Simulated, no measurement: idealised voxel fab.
The following is a process module called voxel plated lines.
Xsec cut, 180 nm wide, square cell size 5 nm.
We lay out every cross-section as a grid of square cells and spell it out in bands from the top down, where one band means one or more rows of cells. This entry defines a band. It first specifies the height of the band's top and the height of its bottom in nm, and then specifies the band's materials from left to right, stating each material with its width in nm. The word "everywhere" identifies a single material that fills the band from edge to edge, while the word "air" identifies empty space. Basically, 0 is our baseline, since under it the wafer straight out of the box is all one material. The bottom band has no lower end and keeps on going down, so it looks like "0..down". You'd read "30..40" like this: the band's top row of cells is as wide as the first number, its bottom row is as wide as the second, and going down, every row changes width by the same amount as the row before did. It should be understood that the words "remained the same", when stated for a given step, signify that the cross-section underwent no change in any of its cells during that step. Each empty space that has no open way to the top and spans at least 8 cells appears under "Enclosed void listing" as width x height at distance, the distance counted from the left edge, all in nm. What comes after the settings on a step's line is commentary from the simulator itself on that step. overlay nm: for a step with a mask, the amount by which the mask lay right of where it was planned; a negative amount means left of it.
The following list gives the planned process steps
- 1: RECEIVE,material Si
- 2: CONFORMAL_DEP,material Al2O3,thk nm 15
- 3: DIRECTIONAL_DEP,material TiN,thk nm 5
- 4: PATTERN,tone open,mask id LINES,material resist,width nm 15,pitch nm 35,thk nm 25,overlay nm 0
- 5: EPI,material Ru,thk nm 10
- 6: EPI,material Ru,thk nm 10
- 7: STRIP,etch materials resist
- 8: DIRECTIONAL_ETCH,etch materials TiN,depth nm 5
- 9: CONFORMAL_DEP,material SiO2,thk nm 10
As received (post step 1): cross-section
* 0..down = Si everywhere
* Enclosed void listing: none
Cross-sectional image of the first of two wafers at the end of the module, the run having proceeded as planned
* 50..40 = 55 of air  70 of SiO2  55 of air
* 40..25 = 55 of air  10 of SiO2  15 of Ru  20 of SiO2  15 of Ru  10 of SiO2  55 of air
* 25..20 = 65 of SiO2  15 of Ru  20 of SiO2  15 of Ru  65 of SiO2
* 20..15 = 65 of SiO2  15 of TiN  20 of SiO2  15 of TiN  65 of SiO2
* 15..0 = Al2O3 everywhere
* 0..down = Si everywhere
* Enclosed void listing: none
Here's the second of our two wafers sectioned at module end. Same start as the first, same plan, but one mistake got made running it
* 50..40 = SiO2 everywhere
* 40..20 = 65 of Ru  15 of SiO2  20 of Ru  15 of SiO2  65 of Ru
* 20..15 = 65 of TiN  15 of SiO2  20 of TiN  15 of SiO2  65 of TiN
* 15..0 = Al2O3 everywhere
* 0..down = Si everywhere
* Enclosed void listing: none
what went wrong: planned and actual differ for step 4; actual: PATTERN,tone cover,mask id LINES,material resist,width nm 15,pitch nm 35,thk nm 25,overlay nm 0
Bottom line after processing is that, in cells, the second wafer is up or down on some materials versus the first: Ru +96, SiO2 -10, TiN +24
